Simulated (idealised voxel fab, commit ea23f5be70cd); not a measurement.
process module | voxel wiring stack
cross-section cut | 240 nm wide | cells 5 nm
A cross-section is a grid of square cells, given in bands from the top down. A band is one or more rows of cells.
Each band's line starts with the height of the band's top and of its bottom, in nm. Then come its materials from left to right, each with its width in nm. One material with "throughout" fills the band from edge to edge. "air" is empty space.
Height 0 is the level under which the wafer as received is all one material. The lowest band goes on downwards, as in "0 down".
A width such as "30 to 40" changes by the same amount from each row of cells to the next, from the band's top row to its bottom row.
"no change" after a step means that no cell of the cross-section changed.
closed voids: empty space of 8 cells or more with no open way to the top, each as width x height at its distance from the left edge, in nm
after a step's settings: what the simulator itself notes on the step
overlay nm, on a step with a mask: how far to the right of its planned place the mask lay; to the left if negative
plan
1 op RECEIVE | material Si
2 op CONFORMAL_DEP | material SiO2 | thk nm 10
3 op DIRECTIONAL_DEP | material TiN | thk nm 5
4 op DIRECTIONAL_DEP | material Ru | thk nm 15
5 op PATTERN | tone cover | mask id METAL_1 | material resist | width nm 20 | pitch nm 45 | thk nm 20 | overlay nm 0
6 op DIRECTIONAL_ETCH | etch materials Ru | depth nm 15
7 op DIRECTIONAL_ETCH | etch materials TiN | depth nm 5
8 op STRIP | etch materials resist
9 op FILL_DEP | material SiO2 | thk nm 10
10 op CMP | height nm 30
11 op CONFORMAL_DEP | material SiCN | thk nm 5
12 op DIRECTIONAL_DEP | material SiO2 | thk nm 25
13 op PATTERN | tone open | mask id METAL_2_HOLES | material resist | width nm 15 | pitch nm 45 | thk nm 20 | overlay nm -15
14 op DIRECTIONAL_ETCH | etch materials SiO2 | depth nm 25
15 op STRIP | etch materials resist
16 op DIRECTIONAL_DEP | material aC | thk nm 15
17 op PATTERN | tone open | mask id METAL_2 | material resist | width nm 20 | pitch nm 45 | thk nm 35 | overlay nm 0
18 op DIRECTIONAL_ETCH | etch materials aC | depth nm 15
19 op STRIP | etch materials resist
20 op DIRECTIONAL_ETCH | etch materials SiO2 | depth nm 15
21 op DIRECTIONAL_ETCH | etch materials SiCN | depth nm 5
22 op STRIP | etch materials aC
23 op CONFORMAL_DEP | material TiN | thk nm 5
24 op FILL_DEP | material Cu | thk nm 10
25 op CMP | height nm 60
26 op CONFORMAL_DEP | material SiCN | thk nm 5
27 op DIRECTIONAL_DEP | material SiO2 | thk nm 15
28 op DIRECTIONAL_DEP | material aC | thk nm 10
29 op PATTERN | tone open | mask id PLUG_2 | material resist | width nm 15 | pitch nm 90 | thk nm 25 | overlay nm 0
30 op DIRECTIONAL_ETCH | etch materials aC | depth nm 10
31 op STRIP | etch materials resist
32 op DIRECTIONAL_ETCH | etch materials SiO2 | depth nm 15
33 op DIRECTIONAL_ETCH | etch materials SiCN | depth nm 5
34 op STRIP | etch materials aC
35 op CONFORMAL_DEP | material TiN | thk nm 5
36 op FILL_DEP | material Ru | thk nm 10
37 op CMP | height nm 80
38 op CONFORMAL_DEP | material SiN | thk nm 5
39 op DIRECTIONAL_DEP | material SiO2 | thk nm 15
40 op PATTERN | tone open | mask id METAL_3 | material resist | width nm 20 | pitch nm 45 | thk nm 20 | overlay nm 0
41 op DIRECTIONAL_ETCH | etch materials SiO2 | depth nm 15
42 op DIRECTIONAL_ETCH | etch materials SiN | depth nm 5
43 op STRIP | etch materials resist
44 op CONFORMAL_DEP | material TiN | thk nm 5
45 op FILL_DEP | material Ru | thk nm 10
46 op CMP | height nm 100
47 op EPI | material Ru | thk nm 5
48 op FILL_DEP | material SiCN | thk nm 5
varied across the wafers: overlay nm of step 13. The plan shows the first wafer's value. All wafers start alike
first wafer as received, after step 1
  0 down: Si throughout
  closed voids: none
first wafer at the end, after step 48
  110 to 105: SiCN throughout
  105 to 100: SiCN 35 | Ru 30 | SiCN 15 | Ru 30 | SiCN 15 | Ru 30 | SiCN 15 | Ru 30 | SiCN 40
  100 to 85: SiO2 40 | TiN 5 | Ru 10 | TiN 5 | SiO2 25 | TiN 5 | Ru 10 | TiN 5 | SiO2 25 | TiN 5 | Ru 10 | TiN 5 | SiO2 25 | TiN 5 | Ru 10 | TiN 5 | SiO2 45
  85 to 80: SiN 40 | TiN 20 | SiN 25 | TiN 20 | SiN 25 | TiN 20 | SiN 25 | TiN 20 | SiN 45
  80 to 65: SiO2 40 | TiN 5 | Ru 5 | TiN 5 | SiO2 75 | TiN 5 | Ru 5 | TiN 5 | SiO2 95
  65 to 60: SiCN 40 | TiN 15 | SiCN 75 | TiN 15 | SiCN 95
  60 to 50: SiO2 25 | TiN 5 | Cu 25 | TiN 5 | SiO2 10 | TiN 5 | Cu 25 | TiN 5 | SiO2 10 | TiN 5 | Cu 25 | TiN 5 | SiO2 10 | TiN 5 | Cu 25 | TiN 5 | SiO2 45
  50 to 40: SiO2 25 | TiN 5 | Cu 5 | TiN 25 to 5 | SiO2 10 to 30 | TiN 5 | Cu 5 | TiN 25 to 5 | SiO2 10 to 30 | TiN 5 | Cu 5 | TiN 25 to 5 | SiO2 10 to 30 | TiN 5 | Cu 5 | TiN 25 to 5 | SiO2 45 to 65
  40 to 35: SiO2 25 | TiN 15 | SiO2 30 | TiN 15 | SiO2 30 | TiN 15 | SiO2 30 | TiN 15 | SiO2 65
  35 to 30: SiCN throughout
  30 to 15: SiO2 40 | Ru 20 | SiO2 25 | Ru 20 | SiO2 25 | Ru 20 | SiO2 25 | Ru 20 | SiO2 45
  15 to 10: SiO2 40 | TiN 20 | SiO2 25 | TiN 20 | SiO2 25 | TiN 20 | SiO2 25 | TiN 20 | SiO2 45
  10 to 0: SiO2 throughout
  0 down: Si throughout
  closed voids: none
last wafer at the end
  110 to 105: SiCN throughout
  105 to 100: SiCN 35 | Ru 30 | SiCN 15 | Ru 30 | SiCN 15 | Ru 30 | SiCN 15 | Ru 30 | SiCN 40
  100 to 85: SiO2 40 | TiN 5 | Ru 10 | TiN 5 | SiO2 25 | TiN 5 | Ru 10 | TiN 5 | SiO2 25 | TiN 5 | Ru 10 | TiN 5 | SiO2 25 | TiN 5 | Ru 10 | TiN 5 | SiO2 45
  85 to 80: SiN 40 | TiN 20 | SiN 25 | TiN 20 | SiN 25 | TiN 20 | SiN 25 | TiN 20 | SiN 45
  80 to 65: SiO2 40 | TiN 5 | Ru 5 | TiN 5 | SiO2 75 | TiN 5 | Ru 5 | TiN 5 | SiO2 95
  65 to 60: SiCN 40 | TiN 15 | SiCN 75 | TiN 15 | SiCN 95
  60 to 50: SiO2 40 | TiN 5 | Cu 20 | TiN 5 | SiO2 15 | TiN 5 | Cu 20 | TiN 5 | SiO2 15 | TiN 5 | Cu 20 | TiN 5 | SiO2 15 | TiN 5 | Cu 20 | TiN 5 | SiO2 35
  50 to 40: SiO2 40 to 55 | TiN 20 to 5 | Cu 5 | TiN 5 | SiO2 15 to 30 | TiN 20 to 5 | Cu 5 | TiN 5 | SiO2 15 to 30 | TiN 20 to 5 | Cu 5 | TiN 5 | SiO2 15 to 30 | TiN 20 to 5 | Cu 5 | TiN 5 | SiO2 35
  40 to 35: SiO2 55 | TiN 15 | SiO2 30 | TiN 15 | SiO2 30 | TiN 15 | SiO2 30 | TiN 15 | SiO2 35
  35 to 30: SiCN 55 | TiN 5 | SiCN 40 | TiN 5 | SiCN 40 | TiN 5 | SiCN 40 | TiN 5 | SiCN 45
  30 to 15: SiO2 40 | Ru 20 | SiO2 25 | Ru 20 | SiO2 25 | Ru 20 | SiO2 25 | Ru 20 | SiO2 45
  15 to 10: SiO2 40 | TiN 20 | SiO2 25 | TiN 20 | SiO2 25 | TiN 20 | SiO2 25 | TiN 20 | SiO2 45
  10 to 0: SiO2 throughout
  0 down: Si throughout
  closed voids: none
each wafer at the end: cells of each material gained (+) or lost (-) since it was received, then its closed voids
overlay nm -15 | +48 Cu | +102 Ru | +162 SiCN | +32 SiN | +578 SiO2 | +134 TiN | closed voids: none
overlay nm -10 | +40 Cu | +102 Ru | +158 SiCN | +32 SiN | +590 SiO2 | +134 TiN | closed voids: none
overlay nm -5 | +32 Cu | +102 Ru | +154 SiCN | +32 SiN | +602 SiO2 | +134 TiN | closed voids: none
overlay nm 0 | +28 Cu | +102 Ru | +150 SiCN | +32 SiN | +614 SiO2 | +130 TiN | closed voids: none
overlay nm 5 | +28 Cu | +102 Ru | +150 SiCN | +32 SiN | +614 SiO2 | +130 TiN | closed voids: none
overlay nm 10 | +32 Cu | +102 Ru | +154 SiCN | +32 SiN | +602 SiO2 | +134 TiN | closed voids: none
overlay nm 15 | +40 Cu | +102 Ru | +158 SiCN | +32 SiN | +590 SiO2 | +134 TiN | closed voids: none
